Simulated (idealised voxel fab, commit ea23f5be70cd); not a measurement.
The process module presented herein is designated voxel capacitor over wiring.
290 nm wide, 5 nm square cells: that's cross-section cut.
How to read a cross-section here: the picture is a grid of square cells, written as bands going from the top down, and any band can span one or more rows of cells. For a band, the entry starts with two heights in nm, that of the top and then that of the bottom, and carries on with the band's materials in order from left to right, each alongside its width in nm; the word "full width" beside a single material means it fills the band edge to edge, and "empty" means empty space. Height reference: 0 = level under which incoming wafer is all one material. Lowest band: no bottom, runs on downward, e.g. "0 -> down". Think of "30->40" as a width that walks from the first number to the second as you go down the band, top row to bottom row, taking equal-sized steps from row to row. When a step is marked "nothing altered", none of the cells in the cross-section changed during that step. Each empty space that has no open way to the top and spans at least 8 cells appears under "Sealed-off cavities" as width x height at distance, the distance counted from the left edge, all in nm. after a step's settings: what the simulator itself notes on the step. "overlay nm", when on a step's line for a step with a mask, measures how far to the right of its planned place the mask lay; a negative measure means to the left.

Listed below are the process steps as planned
1) RECEIVE,material Si
2) CONFORMAL_DEP,material SiO2,thk nm 10
3) CONFORMAL_DEP,material SiN,thk nm 5
4) DIRECTIONAL_DEP,material SiO2,thk nm 25
5) PATTERN,tone open,mask id METAL_1,material resist,width nm 20,pitch nm 75,thk nm 15,overlay nm 0
6) DIRECTIONAL_ETCH,etch materials SiO2,depth nm 25
7) DIRECTIONAL_ETCH,etch materials SiN,depth nm 5
8) STRIP,etch materials resist
9) CONFORMAL_DEP,material TiN,thk nm 5
10) FILL_DEP,material Cu,thk nm 5
11) CMP,height nm 40
12) CONFORMAL_DEP,material SiCN,thk nm 5
13) DIRECTIONAL_DEP,material SiO2,thk nm 15
14) DIRECTIONAL_DEP,material aC,thk nm 15
15) PATTERN,tone open,mask id PLUG_1,material resist,width nm 15,thk nm 35,overlay nm 0
16) DIRECTIONAL_ETCH,etch materials aC,depth nm 15
17) STRIP,etch materials resist
18) DIRECTIONAL_ETCH,etch materials SiO2,depth nm 15
19) DIRECTIONAL_ETCH,etch materials SiCN,depth nm 5
20) STRIP,etch materials aC
21) EPI,material Ru,thk nm 10
22) EPI,material Ru,thk nm 10
23) DIRECTIONAL_DEP,material TiN,thk nm 5
24) DIRECTIONAL_DEP,material Al2O3,thk nm 5
25) DIRECTIONAL_DEP,material TiN,thk nm 5
26) MASKED_ETCH,tone cover,mask id UPPER_PLATE,width nm 60,etch materials TiN,depth nm 5,overlay nm 0
27) MASKED_ETCH,tone cover,mask id UPPER_PLATE,width nm 60,etch materials Al2O3,depth nm 5,overlay nm 0
28) MASKED_ETCH,tone cover,mask id LOWER_PLATE,width nm 70,etch materials TiN,depth nm 5,overlay nm 0
29) FILL_DEP,material SiO2,thk nm 15
30) CMP,height nm 85
31) PATTERN,tone open,mask id PLUG_2,material resist,width nm 15,thk nm 20,overlay nm 0
32) DIRECTIONAL_ETCH,etch materials SiO2,depth nm 10
33) STRIP,etch materials resist
34) CONFORMAL_DEP,material TiN,thk nm 5
35) FILL_DEP,material Ru,thk nm 5
36) CMP,height nm 85
37) CONFORMAL_DEP,material SiCN,thk nm 5

First wafer out of two, processed as planned

as received, after step 1
> 0 -> down: Si full width
> Sealed-off cavities: none

Take a look at the wafer's cross-section after step 2
> 10 -> 0: SiO2 full width
> Below 0, no change.

Take a look at the wafer's cross-section after step 3
> 15 -> 10: SiN full width
> Below 10, no change.

Take a look at the wafer's cross-section after step 4
> 40 -> 15: SiO2 full width
> Below 15, no change.

Take a look at the wafer's cross-section after step 5
> 55 -> 40: 95 resist, 20 empty, 55 resist, 20 empty, 100 resist
> Below 40, no change.

Take a look at the wafer's cross-section after step 6
> 55 -> 40: 95 resist, 20 empty, 55 resist, 20 empty, 100 resist
> 40 -> 15: 95 SiO2, 20 empty, 55 SiO2, 20 empty, 100 SiO2
> Below 15, no change.

Take a look at the wafer's cross-section after step 7
> 55 -> 40: 95 resist, 20 empty, 55 resist, 20 empty, 100 resist
> 40 -> 15: 95 SiO2, 20 empty, 55 SiO2, 20 empty, 100 SiO2
> 15 -> 10: 95 SiN, 20 empty, 55 SiN, 20 empty, 100 SiN
> Below 10, no change.

Take a look at the wafer's cross-section after step 8
> 40 -> 15: 95 SiO2, 20 empty, 55 SiO2, 20 empty, 100 SiO2
> Below 15, no change.

Take a look at the wafer's cross-section after step 9
> 45 -> 40: 100 TiN, 10 empty, 65 TiN, 10 empty, 105 TiN
> 40 -> 15: 95 SiO2, 5 TiN, 10 empty, 5 TiN, 55 SiO2, 5 TiN, 10 empty, 5 TiN, 100 SiO2
> 15 -> 10: 95 SiN, 20 TiN, 55 SiN, 20 TiN, 100 SiN
> Below 10, no change.

Take a look at the wafer's cross-section after step 10
> 50 -> 45: Cu full width
> 45 -> 40: 100 TiN, 10 Cu, 65 TiN, 10 Cu, 105 TiN
> 40 -> 15: 95 SiO2, 5 TiN, 10 Cu, 5 TiN, 55 SiO2, 5 TiN, 10 Cu, 5 TiN, 100 SiO2
> Below 15, no change.

Take a look at the wafer's cross-section after step 11
> 40 -> 15: 95 SiO2, 5 TiN, 10 Cu, 5 TiN, 55 SiO2, 5 TiN, 10 Cu, 5 TiN, 100 SiO2
> Below 15, no change.

Take a look at the wafer's cross-section after step 12
> 45 -> 40: SiCN full width
> Below 40, no change.

Take a look at the wafer's cross-section after step 13
> 60 -> 45: SiO2 full width
> Below 45, no change.

Take a look at the wafer's cross-section after step 14
> 75 -> 60: aC full width
> Below 60, no change.

Take a look at the wafer's cross-section after step 15
> 110 -> 75: 100 resist, 15 empty, 175 resist
> Below 75, no change.

Take a look at the wafer's cross-section after step 16
> 95 -> 75: 100 resist, 15 empty, 175 resist
> 75 -> 60: 100 aC, 15 empty, 175 aC
> Below 60, no change.

Take a look at the wafer's cross-section after step 17
> 75 -> 60: 100 aC, 15 empty, 175 aC
> Below 60, no change.

Take a look at the wafer's cross-section after step 18
> 75 -> 60: 100 aC, 15 empty, 175 aC
> 60 -> 45: 100 SiO2, 15 empty, 175 SiO2
> Below 45, no change.

Take a look at the wafer's cross-section after step 19
> 75 -> 60: 100 aC, 15 empty, 175 aC
> 60 -> 45: 100 SiO2, 15 empty, 175 SiO2
> 45 -> 40: 100 SiCN, 15 empty, 175 SiCN
> Below 40, no change.

Take a look at the wafer's cross-section after step 20
> 60 -> 45: 100 SiO2, 15 empty, 175 SiO2
> Below 45, no change.

Take a look at the wafer's cross-section after step 21
> 60 -> 50: 100 SiO2, 15 empty, 175 SiO2
> 50 -> 45: 100 SiO2, 15 Ru, 175 SiO2
> 45 -> 40: 100 SiCN, 15 Ru, 175 SiCN
> Below 40, no change.

Take a look at the wafer's cross-section after step 22
> 60 -> 45: 100 SiO2, 15 Ru, 175 SiO2
> Below 45, no change.

Take a look at the wafer's cross-section after step 23
> 65 -> 60: TiN full width
> Below 60, no change.

Take a look at the wafer's cross-section after step 24
> 70 -> 65: Al2O3 full width
> Below 65, no change.

Take a look at the wafer's cross-section after step 25
> 75 -> 70: TiN full width
> Below 70, no change.

Take a look at the wafer's cross-section after step 26
> 75 -> 70: 100 empty, 60 TiN, 130 empty
> Below 70, no change.

Take a look at the wafer's cross-section after step 27
> 75 -> 70: 100 empty, 60 TiN, 130 empty
> 70 -> 65: 100 empty, 60 Al2O3, 130 empty
> Below 65, no change.

Take a look at the wafer's cross-section after step 28
> 75 -> 70: 100 empty, 60 TiN, 130 empty
> 70 -> 65: 100 empty, 60 Al2O3, 130 empty
> 65 -> 60: 95 empty, 70 TiN, 125 empty
> Below 60, no change.

Take a look at the wafer's cross-section after step 29
> 90 -> 75: SiO2 full width
> 75 -> 70: 100 SiO2, 60 TiN, 130 SiO2
> 70 -> 65: 100 SiO2, 60 Al2O3, 130 SiO2
> 65 -> 60: 95 SiO2, 70 TiN, 125 SiO2
> Below 60, no change.

Take a look at the wafer's cross-section after step 30
> 85 -> 75: SiO2 full width
> Below 75, no change.

Take a look at the wafer's cross-section after step 31
> 105 -> 85: 110 resist, 15 empty, 165 resist
> Below 85, no change.

Take a look at the wafer's cross-section after step 32
> 105 -> 85: 110 resist, 15 empty, 165 resist
> 85 -> 75: 110 SiO2, 15 empty, 165 SiO2
> Below 75, no change.

Take a look at the wafer's cross-section after step 33
> 85 -> 75: 110 SiO2, 15 empty, 165 SiO2
> Below 75, no change.

Take a look at the wafer's cross-section after step 34
> 90 -> 85: 115 TiN, 5 empty, 170 TiN
> 85 -> 80: 110 SiO2, 5 TiN, 5 empty, 5 TiN, 165 SiO2
> 80 -> 70: 110->100 SiO2, 15->60 TiN, 165->130 SiO2
> Below 70, no change.

Take a look at the wafer's cross-section after step 35
> 95 -> 90: Ru full width
> 90 -> 85: 115 TiN, 5 Ru, 170 TiN
> 85 -> 80: 110 SiO2, 5 TiN, 5 Ru, 5 TiN, 165 SiO2
> Below 80, no change.

Take a look at the wafer's cross-section after step 36
> 85 -> 80: 110 SiO2, 5 TiN, 5 Ru, 5 TiN, 165 SiO2
> Below 80, no change.

Take a look at the wafer's cross-section after step 37
> 90 -> 85: SiCN full width
> Below 85, no change.

Regarding the second of the two wafers: it shared the first wafer's starting condition and process plan, yet one error occurred during its execution. Its history coincides with that of the first wafer up to and including step 22

Second wafer, cut view, end of step 23 per plan
> 65 -> 60: Cu full width
> Below 60, no change.

Second wafer, cut view, end of step 24 per plan
> 70 -> 65: Al2O3 full width
> Below 65, no change.

Second wafer, cut view, end of step 25 per plan
> 75 -> 70: TiN full width
> Below 70, no change.

Second wafer, cut view, end of step 26 per plan
> 75 -> 70: 100 empty, 60 TiN, 130 empty
> Below 70, no change.

Second wafer, cut view, end of step 27 per plan
> 75 -> 70: 100 empty, 60 TiN, 130 empty
> 70 -> 65: 100 empty, 60 Al2O3, 130 empty
> Below 65, no change.

Second wafer, cut view, end of step 28 per plan: nothing altered

Second wafer, cut view, end of step 29 per plan
> 90 -> 75: SiO2 full width
> 75 -> 70: 100 SiO2, 60 TiN, 130 SiO2
> 70 -> 65: 100 SiO2, 60 Al2O3, 130 SiO2
> Below 65, no change.

Second wafer, cut view, end of step 30 per plan
> 85 -> 75: SiO2 full width
> Below 75, no change.

Second wafer, cut view, end of step 31 per plan
> 105 -> 85: 110 resist, 15 empty, 165 resist
> Below 85, no change.

Second wafer, cut view, end of step 32 per plan
> 105 -> 85: 110 resist, 15 empty, 165 resist
> 85 -> 75: 110 SiO2, 15 empty, 165 SiO2
> Below 75, no change.

Second wafer, cut view, end of step 33 per plan
> 85 -> 75: 110 SiO2, 15 empty, 165 SiO2
> Below 75, no change.

Second wafer, cut view, end of step 34 per plan
> 90 -> 85: 115 TiN, 5 empty, 170 TiN
> 85 -> 80: 110 SiO2, 5 TiN, 5 empty, 5 TiN, 165 SiO2
> 80 -> 70: 110->100 SiO2, 15->60 TiN, 165->130 SiO2
> Below 70, no change.

Second wafer, cut view, end of step 35 per plan
> 95 -> 90: Ru full width
> 90 -> 85: 115 TiN, 5 Ru, 170 TiN
> 85 -> 80: 110 SiO2, 5 TiN, 5 Ru, 5 TiN, 165 SiO2
> Below 80, no change.

Second wafer, cut view, end of step 36 per plan
> 85 -> 80: 110 SiO2, 5 TiN, 5 Ru, 5 TiN, 165 SiO2
> Below 80, no change.

Second wafer, cut view, end of step 37 per plan
> 90 -> 85: SiCN full width
> Below 85, no change.
The mistake made against the process plan was this: contrary to plan, step 23 was performed as DIRECTIONAL_DEP,material Cu,thk nm 5
Final cells, second wafer relative to first, materials higher or lower: Cu: 58 more; SiO2: 44 fewer; TiN: 14 fewer
